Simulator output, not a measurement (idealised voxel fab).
The following is a process module called voxel lift off.
275 nm wide, 5 nm square cells: that's cross-section cut.
In what follows, cross-sections appear as grids of square cells, described through bands that run from the top down, where every band is one or more rows of cells.
Each band's line starts with the height of the band's top and of its bottom, in nm. Then come its materials from left to right, each with its width in nm. One material with "everywhere" fills the band from edge to edge. "air" is empty space.
The reference from which all heights are counted is 0, the level beneath which the as-received wafer is entirely one material; the lowest band, having no lower bound, proceeds downward and is written after the example "0 and below".
Think of "30..40" as a width that walks from the first number to the second as you go down the band, top row to bottom row, taking equal-sized steps from row to row.
"no alterations made" after a step means that no cell of the cross-section changed.
"Enclosed void inventory": empty spaces of 8 cells or more with no open way to the top, each given as width x height at distance, distance from the left edge, all in nm.
It should be noted that, on the line of a given step, the content following the step's settings is a remark produced by the simulator itself with respect to that step.
If you see "overlay nm" on a step's line and that step has a mask, it's telling you how far right of where it was planned the mask ended up; a negative number means it went left instead.

# Steps planned for the process
1 op RECEIVE | material Si
2 op CONFORMAL_DEP | material Al2O3 | thk nm 15
3 op PATTERN | tone open | mask id LINES | material resist | width nm 30 | pitch nm 45 | thk nm 25 | overlay nm 0
4 op DIRECTIONAL_DEP | material Ru | thk nm 10
5 op STRIP | etch materials resist
6 op CONFORMAL_DEP | material SiN | thk nm 10

# As-received wafer cross-section (after step 1)
	0 and below  Si everywhere
	Enclosed void inventory: none

# Looking at the first of two wafers in cross-section at end of module - ran to plan
	35 down to 25  air=65  SiN=140  air=70
	25 down to 15  SiN=75  Ru=30  SiN=15  Ru=30  SiN=15  Ru=30  SiN=80
	15 down to 0  Al2O3 everywhere
	0 and below  Si everywhere
	Enclosed void inventory: none

# Wafer two cross-section, module end. Start and plan unchanged from wafer one; one mistake made during the run
	35 down to 25  air=75  SiN=140  air=60
	25 down to 15  SiN=85  Ru=30  SiN=15  Ru=30  SiN=15  Ru=30  SiN=70
	15 down to 0  Al2O3 everywhere
	0 and below  Si everywhere
	Enclosed void inventory: none
Nonconformance to the process plan: not per plan at step 3, really ran op PATTERN | tone open | mask id LINES | material resist | width nm 30 | pitch nm 45 | thk nm 25 | overlay nm 10
End check, second vs first wafer: material counts in cells match, positions do not.
